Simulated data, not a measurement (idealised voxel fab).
The name of this process module is voxel gate over fins.
Square cell edge 5 nm, section width 155 nm, ID cut.
How to read a cross-section here: the picture is a grid of square cells, written as bands going from the top down, and any band can span one or more rows of cells. First you get the band's top height and its bottom height, in nm, and then the materials it's made of, left to right, with each width in nm. If you see a single material with "everywhere", that one covers the band edge to edge. "air" is empty space. For the purposes of this specification, 0 denotes the height below which the wafer in its as-received condition is composed wholly of one material, and the lowermost band, lacking a lower limit, extends downward without end, as expressed in "0 -> down". So if you see something like "30..40" for the width, read it as the top row of the band sitting at the first number and the bottom row at the second, with every row in between moving by the same amount as the last. What does "no change occurred" mean for a step? It means no cell of the cross-section changed in that step. What "Closed void list" gives you is every empty space of 8 cells or more that is cut off from the top. Each appears as width x height at distance, with the distance taken from the left edge and width, height and distance all in nm. The remark found on a step's line after its settings is issued by the simulator itself and pertains to that step. overlay nm: on a step with a mask, how far right of its planned place the mask lay; negative means left.

-- List of planned process steps
1: RECEIVE,material Si
2: CONFORMAL_DEP,material SiN,thk nm 10
3: DIRECTIONAL_DEP,material aC,thk nm 10
4: PATTERN,tone cover,mask id FINS,material resist,width nm 15,pitch nm 35,thk nm 30,overlay nm 0
5: DIRECTIONAL_ETCH,etch materials aC,depth nm 10
6: STRIP,etch materials resist
7: DIRECTIONAL_ETCH,etch materials SiN,depth nm 10
8: DIRECTIONAL_ETCH,etch materials Si,depth nm 40
9: STRIP,etch materials aC
10: FILL_DEP,material SiO2,thk nm 10
11: CMP,height nm 10
12: SELECTIVE_ETCH,etch materials SiO2,depth nm 20
13: STRIP,etch materials SiN
14: CONFORMAL_DEP,material HfO2,thk nm 5
15: CONFORMAL_DEP,material TiN,thk nm 5
16: CONFORMAL_DEP,material TiAl,thk nm 5
17: CONFORMAL_DEP,material TiN,thk nm 5
18: FILL_DEP,material W,thk nm 15
19: CMP,height nm 30
20: CONFORMAL_DEP,material SiN,thk nm 5

-- Cross-sectional view of the wafer in its as-received condition, corresponding to the state after step 1
    0 -> down | Si everywhere
    Closed void list: none

-- Same starting wafer, same plan as above, one mistake in the execution; this is the cross-section at the end of the module
    35 -> 30 | SiN everywhere
    30 -> 20 | W everywhere
    20 -> 15 | 15 W, then 125 TiN, then 15 W
    15 -> 10 | 15 W, then 5 TiN, then 115 TiAl, then 5 TiN, then 15 W
    10 -> 5 | 15 W, then 5 TiN, then 5 TiAl, then 105 TiN, then 5 TiAl, then 5 TiN, then 15 W
    5 -> 0 | 15 W, then 5 TiN, then 5 TiAl, then 5 TiN, then 25 HfO2, then 10 TiN, then 25 HfO2, then 10 TiN, then 25 HfO2, then 5 TiN, then 5 TiAl, then 5 TiN, then 15 W
    0 -> -10 | 15 W, then 5 TiN, then 5 TiAl, then 5 TiN, then 5 HfO2, then 15 Si, then 5 HfO2, then 10 TiN, then 5 HfO2, then 15 Si, then 5 HfO2, then 10 TiN, then 5 HfO2, then 15 Si, then 5 HfO2, then 5 TiN, then 5 TiAl, then 5 TiN, then 15 W
    -10 -> -15 | 20 TiN, then 5 TiAl, then 5 TiN, then 5 HfO2, then 15 Si, then 5 HfO2, then 10 TiN, then 5 HfO2, then 15 Si, then 5 HfO2, then 10 TiN, then 5 HfO2, then 15 Si, then 5 HfO2, then 5 TiN, then 5 TiAl, then 20 TiN
    -15 -> -20 | 25 TiAl, then 5 TiN, then 5 HfO2, then 15 Si, then 5 HfO2, then 10 TiN, then 5 HfO2, then 15 Si, then 5 HfO2, then 10 TiN, then 5 HfO2, then 15 Si, then 5 HfO2, then 5 TiN, then 25 TiAl
    -20 -> -25 | 30 TiN, then 5 HfO2, then 15 Si, then 5 HfO2, then 10 TiN, then 5 HfO2, then 15 Si, then 5 HfO2, then 10 TiN, then 5 HfO2, then 15 Si, then 5 HfO2, then 30 TiN
    -25 -> -30 | 35 HfO2, then 15 Si, then 20 HfO2, then 15 Si, then 20 HfO2, then 15 Si, then 35 HfO2
    -30 -> -40 | 35 SiO2, then 15 Si, then 20 SiO2, then 15 Si, then 20 SiO2, then 15 Si, then 35 SiO2
    -40 -> down | Si everywhere
    Closed void list: none
Finding, execution versus plan: step 12 of the plan was carried out twice
